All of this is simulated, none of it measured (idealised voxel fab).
process module | voxel tone inversion
cross-section cut | 265 nm wide | cells 5 nm
A cross-section is a grid of square cells, given in bands from the top down. A band is one or more rows of cells.
Each band's line starts with the height of the band's top and of its bottom, in nm. Then come its materials from left to right, each with its width in nm. One material with "throughout" fills the band from edge to edge. "air" is empty space.
Height 0 is the level under which the wafer as received is all one material. The lowest band goes on downwards, as in "0 down".
A width such as "30 to 40" changes by the same amount from each row of cells to the next, from the band's top row to its bottom row.
"no change" after a step means that no cell of the cross-section changed.
closed voids: empty space of 8 cells or more with no open way to the top, each as width x height at its distance from the left edge, in nm
after a step's settings: what the simulator itself notes on the step
overlay nm, on a step with a mask: how far to the right of its planned place the mask lay; to the left if negative
plan
1 op RECEIVE | material Si
2 op CONFORMAL_DEP | material SiCN | thk nm 10
3 op DIRECTIONAL_DEP | material polySi | thk nm 25
4 op PATTERN | tone cover | mask id POSTS | material resist | width nm 25 | pitch nm 40 | thk nm 35 | overlay nm 0
5 op DIRECTIONAL_ETCH | etch materials polySi | depth nm 25
6 op STRIP | etch materials resist
7 op FILL_DEP | material SiO2 | thk nm 10
8 op CMP | height nm 35
9 op STRIP | etch materials polySi
as received, after step 1
  0 down: Si throughout
  closed voids: none
a wafer at the end: this start, this plan, one mistake
  35 to 10: SiCN 80 | air 25 | SiCN 15 | air 25 | SiCN 15 | air 25 | SiCN 80
  10 to 0: SiCN throughout
  0 down: Si throughout
  closed voids: none
what went wrong: step 7 ran as: op FILL_DEP | material SiCN | thk nm 10
